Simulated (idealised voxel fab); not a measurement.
The process module that follows is named voxel gate over fins.
The cross-section on display is named cut; it measures 155 nm wide, and its cells are 5 nm squares.
In this document a cross-section is written as a grid of square cells. It is given as a series of bands, listed from the top down, and a band is one or more rows of cells.
It is stipulated that each band's entry specify, in nanometres, the height of the top of the band and then that of its bottom, followed by the materials of the band in left-to-right sequence, each together with its width in nanometres. A single material marked by the word "edge to edge" is understood to fill the band from edge to edge; the word "air" is understood to denote empty space.
Convention: height 0 is the level below which the wafer, as received, is all one material. The lowest band does not terminate at the bottom but continues downward, represented as "top 0, no bottom".
You'd read "30->40" like this: the band's top row of cells is as wide as the first number, its bottom row is as wide as the second, and going down, every row changes width by the same amount as the row before did.
Where the words "no modification" appear for a step, the cross-section shows no cell changed by that step; every cell remained as before.
The label "Enclosed internal voids" introduces a list of the empty spaces, 8 cells or larger, that have no open way up to the top; each entry in it reads width x height at distance, where the distance is taken from the left edge and all three are stated in nm.
after a step's settings: what the simulator itself notes on the step
Steps that use a mask can have "overlay nm" on their line. It says how far the mask sat to the right of where it was meant to be. Negative means to the left.
PLANNED STEP LIST FOR THE PROCESS
1. RECEIVE with material Si
2. CONFORMAL_DEP with material SiN, thk nm 10
3. PATTERN with tone cover, mask id FINS, material resist, width nm 15, pitch nm 55, thk nm 15, overlay nm 0
4. DIRECTIONAL_ETCH with etch materials SiN, depth nm 10
5. DIRECTIONAL_ETCH with etch materials Si, depth nm 30
6. STRIP with etch materials resist
7. FILL_DEP with material SiO2, thk nm 15
8. CMP with height nm 10
9. DIRECTIONAL_DEP with material aC, thk nm 15
10. PATTERN with tone open, mask id RAIL, material resist, width nm 15, thk nm 30, overlay nm 0
11. DIRECTIONAL_ETCH with etch materials aC, depth nm 15
12. STRIP with etch materials resist
13. DIRECTIONAL_ETCH with etch materials SiO2, depth nm 35
14. STRIP with etch materials aC
15. CONFORMAL_DEP with material TiN, thk nm 5
16. FILL_DEP with material Ru, thk nm 5
17. CMP with height nm 10
18. SELECTIVE_ETCH with etch materials W Ru TiN, depth nm 30
19. FILL_DEP with material SiO2, thk nm 5
20. CMP with height nm 10
21. SELECTIVE_ETCH with etch materials SiO2, depth nm 20
22. STRIP with etch materials SiN
23. CONFORMAL_DEP with material HfO2, thk nm 5
24. CONFORMAL_DEP with material TiN, thk nm 5
25. FILL_DEP with material W, thk nm 15
26. CMP with height nm 20
27. CONFORMAL_DEP with material SiN, thk nm 10
For clarity, it should be stated that the wafers under discussion commence in an identical condition and differ with respect to the width nm of step 10, the plan indicating the value that the first wafer had.
RECEIVED CONDITION OF THE FIRST OF SEVERAL WAFERS, SECTIONED: POST-STEP 1
* top 0, no bottom  Si edge to edge
* Enclosed internal voids: none
TAKE ANY ROW AND YOU HAVE A WAFER AT THE END OF THE MODULE: HOW MANY CELLS OF EACH MATERIAL IT HAS GAINED (+) OR LOST (-) SINCE IT WAS RECEIVED, AND THEN ITS CLOSED VOIDS
width nm 15, +43 HfO2, -132 Si, +62 SiN, +85 SiO2, +46 TiN, +82 W, Enclosed internal voids: none
width nm 20, +43 HfO2, -132 Si, +62 SiN, +84 SiO2, +47 TiN, +82 W, Enclosed internal voids: none
width nm 25, +43 HfO2, -132 Si, +62 SiN, +83 SiO2, +48 TiN, +82 W, Enclosed internal voids: none
width nm 30, +43 HfO2, -132 Si, +62 SiN, +82 SiO2, +49 TiN, +82 W, Enclosed internal voids: none
